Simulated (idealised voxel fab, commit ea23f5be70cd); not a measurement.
Documented hereafter: the process module known as voxel self aligned vias.
Cross-section cut: width 160 nm, square cells of 5 nm.
A cross-section is written here as square cells arranged in a grid, and it is given in bands from the top down, each band taking up one or more rows of cells. The band entry comprises the height of the band's top followed by the height of its bottom, expressed in nm, and subsequently the band's materials from left to right, each stated together with its width in nm. Where a single material is marked with the word "edge to edge", that material fills the band from edge to edge. The word "blank" represents empty space. Heights are reckoned from 0. Under this level, the received wafer is all of one material. The bottommost band is open-ended downward, for example "0 and below". A width given as "30..40" starts at the first number in the band's top row and ends at the second number in its bottom row, shifting by an equal amount at every step from row to row. It should be understood that the words "all unchanged", when stated for a given step, signify that the cross-section underwent no change in any of its cells during that step. "Entrapped voids" contains a list of empty spaces, each no smaller than 8 cells and without an open way to the top, written in the form width x height at distance with the distance from the left edge and all three in nm. The remark found on a step's line after its settings is issued by the simulator itself and pertains to that step. What "overlay nm" on a step's line means: if the step has a mask, that mask lay this far to the right of its planned place, or, when the value is negative, to the left.
Here's what the planned process steps look like
1 RECEIVE, material Si
2 CONFORMAL_DEP, material SiO2, thk nm 10
3 CONFORMAL_DEP, material SiCN, thk nm 5
4 DIRECTIONAL_DEP, material SiO2, thk nm 25
5 PATTERN, tone open, mask id LINES, material resist, width nm 30, pitch nm 70, thk nm 20, overlay nm 0
6 DIRECTIONAL_ETCH, etch materials SiO2, depth nm 25
7 STRIP, etch materials resist
8 CONFORMAL_DEP, material TiN, thk nm 5
9 FILL_DEP, material W, thk nm 10
10 CMP, height nm 40
11 SELECTIVE_ETCH, etch materials W Ru TiN, depth nm 10
12 FILL_DEP, material SiN, thk nm 5
13 CMP, height nm 40
14 DIRECTIONAL_DEP, material SiO2, thk nm 15
15 DIRECTIONAL_DEP, material aC, thk nm 10
16 PATTERN, tone open, mask id VIAS, material resist, width nm 40, thk nm 30, overlay nm 0
17 DIRECTIONAL_ETCH, etch materials aC, depth nm 10
18 STRIP, etch materials resist
19 DIRECTIONAL_ETCH, etch materials SiO2, depth nm 15
20 DIRECTIONAL_ETCH, etch materials SiN, depth nm 10
21 STRIP, etch materials aC
22 CONFORMAL_DEP, material TiN, thk nm 5
23 FILL_DEP, material Cu, thk nm 10
24 CMP, height nm 55
25 CONFORMAL_DEP, material SiCN, thk nm 5
Variable across wafers: step 25 thk nm (plan value is that of the first wafer; starting state common to all).
As received, i.e. after step 1: cross-section through the first of several wafers
	0 and below | Si edge to edge
	Entrapped voids: none
Once step 25, the last step, is complete, the module is at its end; this is the cross-section of the first of several wafers
	60 down to 55 | SiCN edge to edge
	55 down to 45 | 25 SiO2  5 TiN  30 Cu  5 TiN  95 SiO2
	45 down to 40 | 25 SiO2  10 TiN  20 Cu  10 TiN  95 SiO2
	40 down to 35 | 30 SiO2  5 TiN  20 Cu  5 TiN  40 SiO2  30 SiN  30 SiO2
	35 down to 30 | 30 SiO2  30 TiN  40 SiO2  30 SiN  30 SiO2
	30 down to 20 | 30 SiO2  5 TiN  20 W  5 TiN  40 SiO2  5 TiN  20 W  5 TiN  30 SiO2
	20 down to 15 | 30 SiO2  30 TiN  40 SiO2  30 TiN  30 SiO2
	15 down to 10 | SiCN edge to edge
	10 down to 0 | SiO2 edge to edge
	0 and below | Si edge to edge
	Entrapped voids: none
Showing the last wafer in cross-section at the end of the module
	75 down to 55 | SiCN edge to edge
	55 down to 45 | 25 SiO2  5 TiN  30 Cu  5 TiN  95 SiO2
	45 down to 40 | 25 SiO2  10 TiN  20 Cu  10 TiN  95 SiO2
	40 down to 35 | 30 SiO2  5 TiN  20 Cu  5 TiN  40 SiO2  30 SiN  30 SiO2
	35 down to 30 | 30 SiO2  30 TiN  40 SiO2  30 SiN  30 SiO2
	30 down to 20 | 30 SiO2  5 TiN  20 W  5 TiN  40 SiO2  5 TiN  20 W  5 TiN  30 SiO2
	20 down to 15 | 30 SiO2  30 TiN  40 SiO2  30 TiN  30 SiO2
	15 down to 10 | SiCN edge to edge
	10 down to 0 | SiO2 edge to edge
	0 and below | Si edge to edge
	Entrapped voids: none
Wafer rows, end of module: cells per material gained (+) or lost (-) since receipt; closed voids last
thk nm 5; +20 Cu; +64 SiCN; +12 SiN; +236 SiO2; +36 TiN; +16 W; Entrapped voids: none
thk nm 10; +20 Cu; +96 SiCN; +12 SiN; +236 SiO2; +36 TiN; +16 W; Entrapped voids: none
thk nm 15; +20 Cu; +128 SiCN; +12 SiN; +236 SiO2; +36 TiN; +16 W; Entrapped voids: none
thk nm 20; +20 Cu; +160 SiCN; +12 SiN; +236 SiO2; +36 TiN; +16 W; Entrapped voids: none
